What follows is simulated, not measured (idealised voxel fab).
Process module under the name voxel gate over fins
It is cross-section cut that appears here, measuring 235 nm in width, its square cells being 5 nm in size.
Format of a cross-section: grid, square cells. Given as bands. Order: top down. Band: one or more rows of cells.
Heads up on the band format: heights come first, top then bottom, in nm. After that it's the materials left to right, each with its width in nm. A single material flagged "edge to edge" fills the whole band edge to edge, and "empty" means there's empty space there.
The level at which height equals 0 is the one under which the wafer, as it arrives, is entirely one material. No lower edge exists for the bottom band, which continues downward and is notated as in "from 0 down".
Note: "30..40" means the width goes from the first number (top row of the band) to the second number (bottom row) in equal steps per row of cells.
Reading "nothing altered" for a step: not a cell of the cross-section changed in it.
"Encapsulated voids" contains a list of empty spaces, each no smaller than 8 cells and without an open way to the top, written in the form width x height at distance with the distance from the left edge and all three in nm.
Post-settings text on a step line: simulator's own remark regarding the step.
overlay nm: on a step with a mask, how far right of its planned place the mask lay; negative means left.

# Planned step list for the process
| 1 | RECEIVE: material Si |
| 2 | CONFORMAL_DEP: material SiN, thk nm 5 |
| 3 | PATTERN: tone cover, mask id FINS, material resist, width nm 15, pitch nm 35, thk nm 15, overlay nm 0 |
| 4 | DIRECTIONAL_ETCH: etch materials SiN, depth nm 5 |
| 5 | DIRECTIONAL_ETCH: etch materials Si, depth nm 35 |
| 6 | STRIP: etch materials resist |
| 7 | FILL_DEP: material SiO2, thk nm 15 |
| 8 | CMP: height nm 5 |
| 9 | SELECTIVE_ETCH: etch materials SiO2, depth nm 15 |
| 10 | STRIP: etch materials SiN |
| 11 | CONFORMAL_DEP: material HfO2, thk nm 5 |
| 12 | CONFORMAL_DEP: material TiN, thk nm 5 |
| 13 | CONFORMAL_DEP: material TiAl, thk nm 5 |
| 14 | CONFORMAL_DEP: material TiN, thk nm 5 |
| 15 | FILL_DEP: material W, thk nm 15 |
| 16 | CMP: height nm 30 |
| 17 | CONFORMAL_DEP: material SiCN, thk nm 5 |

# Incoming wafer, cross-sectional view, post step 1
	from 0 down | Si edge to edge
	Encapsulated voids: none

# The first of the two wafers as seen in cross-section once the module was finished; processing followed the plan
	from 35 to 30 | SiCN edge to edge
	from 30 to 20 | W edge to edge
	from 20 to 15 | W=70 | TiN=90 | W=75
	from 15 to 10 | W=70 | TiN=5 | TiAl=80 | TiN=5 | W=75
	from 10 to 5 | TiN=75 | TiAl=5 | TiN=70 | TiAl=5 | TiN=80
	from 5 to 0 | TiAl=80 | TiN=5 | HfO2=25 | TiN=10 | HfO2=25 | TiN=5 | TiAl=85
	from 0 to -5 | TiN=85 | HfO2=5 | Si=15 | HfO2=5 | TiN=10 | HfO2=5 | Si=15 | HfO2=5 | TiN=90
	from -5 to -10 | HfO2=90 | Si=15 | HfO2=20 | Si=15 | HfO2=95
	from -10 to -35 | SiO2=90 | Si=15 | SiO2=20 | Si=15 | SiO2=95
	from -35 down | Si edge to edge
	Encapsulated voids: none

# Cross-section at end of module for the second wafer of two, which matched the first in starting point and plan and differed by one mistake in its processing
	from 35 to 30 | SiCN edge to edge
	from 30 to 15 | W edge to edge
	from 15 to 10 | W=75 | TiN=80 | W=80
	from 10 to 5 | W=75 | TiN=5 | TiAl=70 | TiN=5 | W=80
	from 5 to 0 | TiN=80 | TiAl=5 | TiN=25 | TiAl=10 | TiN=25 | TiAl=5 | TiN=85
	from 0 to -5 | TiAl=85 | TiN=5 | Si=15 | TiN=5 | TiAl=10 | TiN=5 | Si=15 | TiN=5 | TiAl=90
	from -5 to -10 | TiN=90 | Si=15 | TiN=20 | Si=15 | TiN=95
	from -10 to -35 | SiO2=90 | Si=15 | SiO2=20 | Si=15 | SiO2=95
	from -35 down | Si edge to edge
	Encapsulated voids: none
Here's what went sideways: step 11 was dropped from the plan's execution and never run
Final comparison by cell count, materials where the second wafer has more or fewer than the first: -55 HfO2; +4 TiAl; +51 W
